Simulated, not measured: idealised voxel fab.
Module name: voxel capacitor over wiring (process module)
Square cells of 5 nm make up the cross-section cut, whose width is 205 nm.
Cross-section format: a grid of square cells, given as bands from top to bottom; each band is one or more rows of cells. Band entry format. Leading values: height of top, height of bottom, nm. Remainder: materials in left-to-right order, each with its width in nm. Special words: "throughout" on a single material, which then fills the band edge to edge; "empty", empty space. Height is counted from the level 0, under which the received wafer is composed throughout of one material. The lowest of the bands is not closed at the bottom but continues downward, in the notation "top 0, no bottom". Think of "30 to 40" as a width that walks from the first number to the second as you go down the band, top row to bottom row, taking equal-sized steps from row to row. What does "no change" mean for a step? It means no cell of the cross-section changed in that step. Closed void table: empty space of 8 cells or more with no open way to the top, each as width x height at its distance from the left edge, in nm. Post-settings text on a step line: simulator's own remark regarding the step. The optional step-line setting "overlay nm" applies to steps with a mask and quantifies how far to the right of its planned location the mask lay, a negative value indicating leftward placement.
-- The process steps that were planned are listed below
1) op RECEIVE | material Si
2) op CONFORMAL_DEP | material SiO2 | thk nm 10
3) op DIRECTIONAL_DEP | material TiN | thk nm 5
4) op DIRECTIONAL_DEP | material Ru | thk nm 20
5) op DIRECTIONAL_DEP | material aC | thk nm 10
6) op PATTERN | tone cover | mask id METAL_1 | material resist | width nm 20 | pitch nm 90 | thk nm 30 | overlay nm 0
7) op DIRECTIONAL_ETCH | etch materials aC | depth nm 10
8) op STRIP | etch materials resist
9) op DIRECTIONAL_ETCH | etch materials Ru | depth nm 20
10) op DIRECTIONAL_ETCH | etch materials TiN | depth nm 5
11) op STRIP | etch materials aC
12) op FILL_DEP | material lowk | thk nm 10
13) op CMP | height nm 35
14) op CONFORMAL_DEP | material SiCN | thk nm 5
15) op DIRECTIONAL_DEP | material lowk | thk nm 15
16) op DIRECTIONAL_DEP | material aC | thk nm 10
17) op PATTERN | tone open | mask id PLUG_1 | material resist | width nm 15 | thk nm 30 | overlay nm 0
18) op DIRECTIONAL_ETCH | etch materials aC | depth nm 10
19) op STRIP | etch materials resist
20) op DIRECTIONAL_ETCH | etch materials lowk | depth nm 15
21) op DIRECTIONAL_ETCH | etch materials SiCN | depth nm 5
22) op STRIP | etch materials aC
23) op EPI | material Ru | thk nm 10
24) op EPI | material Ru | thk nm 10
25) op DIRECTIONAL_DEP | material TiN | thk nm 10
26) op DIRECTIONAL_DEP | material HfO2 | thk nm 5
27) op DIRECTIONAL_DEP | material TiN | thk nm 5
28) op DIRECTIONAL_DEP | material aC | thk nm 10
29) op PATTERN | tone cover | mask id UPPER_PLATE | material resist | width nm 65 | thk nm 30 | overlay nm 0
30) op DIRECTIONAL_ETCH | etch materials aC | depth nm 10
31) op STRIP | etch materials resist
32) op DIRECTIONAL_ETCH | etch materials TiN | depth nm 5
33) op DIRECTIONAL_ETCH | etch materials HfO2 | depth nm 5
34) op STRIP | etch materials aC
35) op PATTERN | tone cover | mask id LOWER_PLATE | material resist | width nm 75 | thk nm 20 | overlay nm 0
36) op DIRECTIONAL_ETCH | etch materials TiN | depth nm 10
37) op STRIP | etch materials resist
38) op FILL_DEP | material SiO2 | thk nm 15
39) op CMP | height nm 85
40) op PATTERN | tone open | mask id PLUG_2 | material resist | width nm 15 | thk nm 15 | overlay nm 0
41) op DIRECTIONAL_ETCH | etch materials SiO2 | depth nm 10
42) op STRIP | etch materials resist
43) op CONFORMAL_DEP | material TiN | thk nm 5
44) op FILL_DEP | material Cu | thk nm 10
45) op CMP | height nm 85
46) op CONFORMAL_DEP | material SiCN | thk nm 5
varied across the wafers: width nm of step 6. The plan shows the first wafer's value. All wafers start alike
-- Cut through the first of several wafers as received, post step 1
> top 0, no bottom = Si throughout
> Closed void table: none
-- After the module's final step, step 46: the first of several wafers in cross-section
> top 90, bottom 85 = SiCN throughout
> top 85, bottom 80 = 65 of SiO2, then 5 of TiN, then 5 of Cu, then 5 of TiN, then 125 of SiO2
> top 80, bottom 70 = 65 to 55 of SiO2, then 15 to 65 of TiN, then 125 to 85 of SiO2
> top 70, bottom 65 = 55 of SiO2, then 65 of HfO2, then 85 of SiO2
> top 65, bottom 55 = 50 of SiO2, then 75 of TiN, then 80 of SiO2
> top 55, bottom 40 = 55 of lowk, then 15 of Ru, then 135 of lowk
> top 40, bottom 35 = 55 of SiCN, then 15 of Ru, then 135 of SiCN
> top 35, bottom 15 = 45 of lowk, then 20 of Ru, then 70 of lowk, then 20 of Ru, then 50 of lowk
> top 15, bottom 10 = 45 of lowk, then 20 of TiN, then 70 of lowk, then 20 of TiN, then 50 of lowk
> top 10, bottom 0 = SiO2 throughout
> top 0, no bottom = Si throughout
> Closed void table: none
-- Cross-section, module end, final of several wafers
> top 90, bottom 85 = SiCN throughout
> top 85, bottom 80 = 65 of SiO2, then 5 of TiN, then 5 of Cu, then 5 of TiN, then 125 of SiO2
> top 80, bottom 70 = 65 to 55 of SiO2, then 15 to 65 of TiN, then 125 to 85 of SiO2
> top 70, bottom 65 = 55 of SiO2, then 65 of HfO2, then 85 of SiO2
> top 65, bottom 55 = 50 of SiO2, then 75 of TiN, then 80 of SiO2
> top 55, bottom 40 = 55 of lowk, then 15 of Ru, then 135 of lowk
> top 40, bottom 35 = 55 of SiCN, then 15 of Ru, then 135 of SiCN
> top 35, bottom 15 = 35 of lowk, then 45 of Ru, then 45 of lowk, then 45 of Ru, then 35 of lowk
> top 15, bottom 10 = 35 of lowk, then 45 of TiN, then 45 of lowk, then 45 of TiN, then 35 of lowk
> top 10, bottom 0 = SiO2 throughout
> top 0, no bottom = Si throughout
> Closed void table: none
-- The rows of the table below are wafers. Looking at the end of the module, a row counts, for every material, the cells the wafer has gained, shown as (+), or lost, shown as (-), since it was received; its closed voids come next
width nm 20, +1 Cu, +13 HfO2, +44 Ru, +79 SiCN, +266 SiO2, +56 TiN, +279 lowk, Closed void table: none
width nm 25, +1 Cu, +13 HfO2, +52 Ru, +79 SiCN, +266 SiO2, +58 TiN, +269 lowk, Closed void table: none
width nm 30, +1 Cu, +13 HfO2, +60 Ru, +79 SiCN, +266 SiO2, +60 TiN, +259 lowk, Closed void table: none
width nm 35, +1 Cu, +13 HfO2, +68 Ru, +79 SiCN, +266 SiO2, +62 TiN, +249 lowk, Closed void table: none
width nm 40, +1 Cu, +13 HfO2, +76 Ru, +79 SiCN, +266 SiO2, +64 TiN, +239 lowk, Closed void table: none
width nm 45, +1 Cu, +13 HfO2, +84 Ru, +79 SiCN, +266 SiO2, +66 TiN, +229 lowk, Closed void table: none
